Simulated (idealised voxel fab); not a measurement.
The following process module bears the name voxel wiring stack.
The width of the displayed cross-section, cut, is 220 nm; its cells are square, with a size of 5 nm.
Cross-section spec: square-cell grid; bands listed top down; each band is one or more rows.
Top, bottom (nm), then materials left to right with widths (nm); lone material tagged "edge to edge" fills the whole band edge to edge; "blank" = empty space.
The level at which height equals 0 is the one under which the wafer, as it arrives, is entirely one material. No lower edge exists for the bottom band, which continues downward and is notated as in "z 0 and below".
With a width like "30..40", each row of cells in the band differs from the next by the same amount, the top row carrying the first number and the bottom row the second.
Step marked "remained unchanged"? Then no cell in the cross-section changed in it.
"Closed void inventory" means: voids of 8 cells or more that are shut off from the top with no open way through. Written width x height at distance, distance from the left edge, in nm.
Post-settings text on a step line: simulator's own remark regarding the step.
The line of a step may include "overlay nm". On a step with a mask, this value is how far to the right of its planned place the mask lay. A negative value means the mask lay to the left.
### Intended process steps
1 RECEIVE: material Si
2 CONFORMAL_DEP: material SiO2, thk nm 15
3 CONFORMAL_DEP: material SiCN, thk nm 5
4 DIRECTIONAL_DEP: material lowk, thk nm 15
5 PATTERN: tone open, mask id METAL_1, material resist, width nm 25, pitch nm 45, thk nm 15, overlay nm 0
6 DIRECTIONAL_ETCH: etch materials lowk, depth nm 15
7 DIRECTIONAL_ETCH: etch materials SiCN, depth nm 5
8 STRIP: etch materials resist
9 CONFORMAL_DEP: material TiN, thk nm 5
10 FILL_DEP: material Cu, thk nm 10
11 CMP: height nm 35
12 EPI: material Ru, thk nm 5
13 FILL_DEP: material SiCN, thk nm 5
14 DIRECTIONAL_DEP: material lowk, thk nm 20
15 PATTERN: tone open, mask id PLUG_1, material resist, width nm 15, thk nm 20, overlay nm 0
16 DIRECTIONAL_ETCH: etch materials lowk, depth nm 20
17 DIRECTIONAL_ETCH: etch materials SiCN, depth nm 5
18 STRIP: etch materials resist
19 CONFORMAL_DEP: material TiN, thk nm 5
20 FILL_DEP: material Cu, thk nm 10
21 CMP: height nm 65
22 CONFORMAL_DEP: material SiCN, thk nm 5
23 DIRECTIONAL_DEP: material lowk, thk nm 20
24 PATTERN: tone open, mask id METAL_2, material resist, width nm 25, pitch nm 45, thk nm 15, overlay nm 0
25 DIRECTIONAL_ETCH: etch materials lowk, depth nm 20
26 DIRECTIONAL_ETCH: etch materials SiCN, depth nm 5
27 STRIP: etch materials resist
28 CONFORMAL_DEP: material TiN, thk nm 5
29 FILL_DEP: material Cu, thk nm 5
30 CMP: height nm 90
31 EPI: material Ru, thk nm 5
32 FILL_DEP: material SiCN, thk nm 5
33 DIRECTIONAL_DEP: material SiO2, thk nm 30
34 PATTERN: tone open, mask id METAL_3_HOLES, material resist, width nm 15, thk nm 20, overlay nm 0
35 DIRECTIONAL_ETCH: etch materials SiO2, depth nm 30
36 STRIP: etch materials resist
37 PATTERN: tone open, mask id METAL_3, material resist, width nm 25, pitch nm 45, thk nm 20, overlay nm 0
38 DIRECTIONAL_ETCH: etch materials SiO2, depth nm 15
39 DIRECTIONAL_ETCH: etch materials SiCN, depth nm 5
40 STRIP: etch materials resist
41 CONFORMAL_DEP: material TiN, thk nm 5
42 FILL_DEP: material Cu, thk nm 10
43 CMP: height nm 130
44 CONFORMAL_DEP: material SiCN, thk nm 5
45 DIRECTIONAL_DEP: material lowk, thk nm 30
46 PATTERN: tone open, mask id METAL_4, material resist, width nm 25, pitch nm 45, thk nm 15, overlay nm 0
47 DIRECTIONAL_ETCH: etch materials lowk, depth nm 15
48 STRIP: etch materials resist
49 PATTERN: tone open, mask id METAL_4_HOLES, material resist, width nm 15, pitch nm 45, thk nm 15, overlay nm 0
50 DIRECTIONAL_ETCH: etch materials lowk, depth nm 15
51 DIRECTIONAL_ETCH: etch materials SiCN, depth nm 5
52 STRIP: etch materials resist
53 CONFORMAL_DEP: material TiN, thk nm 5
54 FILL_DEP: material Cu, thk nm 5
55 CMP: height nm 165
56 CONFORMAL_DEP: material SiCN, thk nm 5
### Cross-section of the wafer upon arrival, representing the state reached after step 1
- z 0 and below = Si edge to edge
- Closed void inventory: none
### Starting structure and process plan are as shown above, but one mistake was made in running the module; the wafer cross-section at the end of the module follows
- z 170 to 165 = SiCN edge to edge
- z 165 to 155 = 75 lowk, then 5 TiN, then 15 Cu, then 5 TiN, then 20 lowk, then 5 TiN, then 15 Cu, then 5 TiN, then 75 lowk
- z 155 to 150 = 75 lowk, then 5 TiN, then 5 Cu, then 15 TiN, then 20 lowk, then 5 TiN, then 5 Cu, then 15 TiN, then 75 lowk
- z 150 to 135 = 75 lowk, then 5 TiN, then 5 Cu, then 5 TiN, then 30 lowk, then 5 TiN, then 5 Cu, then 5 TiN, then 85 lowk
- z 135 to 130 = 75 SiCN, then 15 TiN, then 30 SiCN, then 15 TiN, then 85 SiCN
- z 130 to 125 = Cu edge to edge
- z 125 to 120 = 80 TiN, then 15 Cu, then 30 TiN, then 15 Cu, then 80 TiN
- z 120 to 110 = 75 SiO2, then 5 TiN, then 15 Cu, then 5 TiN, then 20 SiO2, then 5 TiN, then 15 Cu, then 5 TiN, then 75 SiO2
- z 110 to 105 = 75 SiO2, then 5 TiN, then 5 Cu, then 15 TiN, then 20 SiO2, then 25 TiN, then 75 SiO2
- z 105 to 100 = 75 SiO2, then 5 TiN, then 5 Cu, then 5 TiN, then 130 SiO2
- z 100 to 95 = 75 SiCN, then 15 TiN, then 130 SiCN
- z 95 to 90 = 70 SiCN, then 35 Ru, then 10 SiCN, then 35 Ru, then 70 SiCN
- z 90 to 70 = 75 lowk, then 5 TiN, then 15 Cu, then 5 TiN, then 20 lowk, then 5 TiN, then 15 Cu, then 5 TiN, then 75 lowk
- z 70 to 65 = 75 SiCN, then 25 TiN, then 20 SiCN, then 25 TiN, then 75 SiCN
- z 65 to 45 = 75 lowk, then 5 TiN, then 5 Cu, then 5 TiN, then 130 lowk
- z 45 to 40 = 75 SiCN, then 15 TiN, then 130 SiCN
- z 40 to 35 = 70 SiCN, then 35 Ru, then 10 SiCN, then 35 Ru, then 70 SiCN
- z 35 to 20 = 75 lowk, then 5 TiN, then 15 Cu, then 5 TiN, then 20 lowk, then 5 TiN, then 15 Cu, then 5 TiN, then 75 lowk
- z 20 to 15 = 75 SiCN, then 25 TiN, then 20 SiCN, then 25 TiN, then 75 SiCN
- z 15 to 0 = SiO2 edge to edge
- z 0 and below = Si edge to edge
- Closed void inventory: none
Error vs. plan: off-plan run, step 33, actual operation and settings DIRECTIONAL_DEP: material SiO2, thk nm 20
